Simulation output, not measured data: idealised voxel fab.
process module | voxel capacitor over wiring
cross-section cut | 160 nm wide | cells 5 nm
A cross-section is a grid of square cells, given in bands from the top down. A band is one or more rows of cells.
Each band's line starts with the height of the band's top and of its bottom, in nm. Then come its materials from left to right, each with its width in nm. One material with "throughout" fills the band from edge to edge. "air" is empty space.
Height 0 is the level under which the wafer as received is all one material. The lowest band goes on downwards, as in "0 down".
A width such as "30 to 40" changes by the same amount from each row of cells to the next, from the band's top row to its bottom row.
"no change" after a step means that no cell of the cross-section changed.
closed voids: empty space of 8 cells or more with no open way to the top, each as width x height at its distance from the left edge, in nm
after a step's settings: what the simulator itself notes on the step
overlay nm, on a step with a mask: how far to the right of its planned place the mask lay; to the left if negative
plan
1 op RECEIVE | material Si
2 op CONFORMAL_DEP | material SiO2 | thk nm 15
3 op CONFORMAL_DEP | material SiN | thk nm 5
4 op DIRECTIONAL_DEP | material lowk | thk nm 20
5 op DIRECTIONAL_DEP | material aC | thk nm 10
6 op PATTERN | tone open | mask id METAL_1 | material resist | width nm 30 | pitch nm 95 | thk nm 30 | overlay nm 0
7 op DIRECTIONAL_ETCH | etch materials aC | depth nm 10
8 op STRIP | etch materials resist
9 op DIRECTIONAL_ETCH | etch materials lowk | depth nm 20
10 op DIRECTIONAL_ETCH | etch materials SiN | depth nm 5
11 op STRIP | etch materials aC
12 op CONFORMAL_DEP | material TiN | thk nm 5
13 op FILL_DEP | material W | thk nm 10
14 op CMP | height nm 40
15 op CONFORMAL_DEP | material SiCN | thk nm 5
16 op DIRECTIONAL_DEP | material SiO2 | thk nm 10
17 op DIRECTIONAL_DEP | material aC | thk nm 15
18 op PATTERN | tone open | mask id PLUG_1 | material resist | width nm 15 | thk nm 35 | overlay nm 0
19 op DIRECTIONAL_ETCH | etch materials aC | depth nm 15
20 op STRIP | etch materials resist
21 op DIRECTIONAL_ETCH | etch materials SiO2 | depth nm 10
22 op DIRECTIONAL_ETCH | etch materials SiCN | depth nm 5
23 op STRIP | etch materials aC
24 op CONFORMAL_DEP | material TiN | thk nm 5
25 op FILL_DEP | material W | thk nm 5
26 op CMP | height nm 55
27 op DIRECTIONAL_DEP | material TiN | thk nm 5
28 op DIRECTIONAL_DEP | material HfO2 | thk nm 5
29 op DIRECTIONAL_DEP | material TiN | thk nm 10
30 op PATTERN | tone cover | mask id UPPER_PLATE | material resist | width nm 70 | thk nm 15 | overlay nm 0
31 op DIRECTIONAL_ETCH | etch materials TiN | depth nm 10
32 op DIRECTIONAL_ETCH | etch materials HfO2 | depth nm 5
33 op STRIP | etch materials resist
34 op DIRECTIONAL_DEP | material aC | thk nm 10
35 op PATTERN | tone cover | mask id LOWER_PLATE | material resist | width nm 80 | thk nm 30 | overlay nm 0
36 op DIRECTIONAL_ETCH | etch materials aC | depth nm 10
37 op STRIP | etch materials resist
38 op DIRECTIONAL_ETCH | etch materials TiN | depth nm 5
39 op STRIP | etch materials aC
40 op FILL_DEP | material SiO2 | thk nm 15
41 op CMP | height nm 85
42 op DIRECTIONAL_DEP | material aC | thk nm 15
43 op PATTERN | tone open | mask id PLUG_2 | material resist | width nm 15 | thk nm 35 | overlay nm 0
44 op DIRECTIONAL_ETCH | etch materials aC | depth nm 15
45 op STRIP | etch materials resist
46 op DIRECTIONAL_ETCH | etch materials SiO2 | depth nm 10
47 op STRIP | etch materials aC
48 op CONFORMAL_DEP | material TiN | thk nm 5
49 op FILL_DEP | material Cu | thk nm 10
50 op CMP | height nm 85
51 op CONFORMAL_DEP | material SiCN | thk nm 5
as received, after step 1
  0 down: Si throughout
  closed voids: none
first wafer at the end, as planned
  90 to 85: SiCN throughout
  85 to 80: SiO2 40 | TiN 5 | Cu 5 | TiN 5 | SiO2 105
  80 to 75: SiO2 40 | TiN 15 | SiO2 105
  75 to 65: SiO2 30 | TiN 70 | SiO2 60
  65 to 60: SiO2 30 | HfO2 70 | SiO2 60
  60 to 55: SiO2 25 | TiN 80 | SiO2 55
  55 to 45: SiO2 30 | TiN 5 | W 5 | TiN 5 | SiO2 115
  45 to 40: SiCN 30 | TiN 15 | SiCN 115
  40 to 20: lowk 15 | TiN 5 | W 20 | TiN 5 | lowk 65 | TiN 5 | W 20 | TiN 5 | lowk 20
  20 to 15: SiN 15 | TiN 30 | SiN 65 | TiN 30 | SiN 20
  15 to 0: SiO2 throughout
  0 down: Si throughout
  closed voids: none
second wafer at the end: like start, like plan, one mistake
  90 to 85: SiCN throughout
  85 to 80: SiO2 40 | TiN 5 | Cu 5 | TiN 5 | SiO2 105
  80 to 75: SiO2 40 | TiN 15 | SiO2 105
  75 to 65: SiO2 30 | TiN 70 | SiO2 60
  65 to 60: SiO2 30 | HfO2 70 | SiO2 60
  60 to 55: SiO2 25 | TiN 80 | SiO2 55
  55 to 45: SiO2 30 | TiN 5 | W 5 | TiN 5 | SiO2 115
  45 to 40: SiCN 30 | TiN 15 | SiCN 115
  40 to 20: lowk 15 | HfO2 5 | W 20 | HfO2 5 | lowk 65 | HfO2 5 | W 20 | HfO2 5 | lowk 20
  20 to 15: SiN 15 | HfO2 30 | SiN 65 | HfO2 30 | SiN 20
  15 to 0: SiO2 throughout
  0 down: Si throughout
  closed voids: none
what went wrong: step 12 ran as: op CONFORMAL_DEP | material HfO2 | thk nm 5
at the end the second wafer has, in cells: 28 more of HfO2 | 28 fewer of TiN
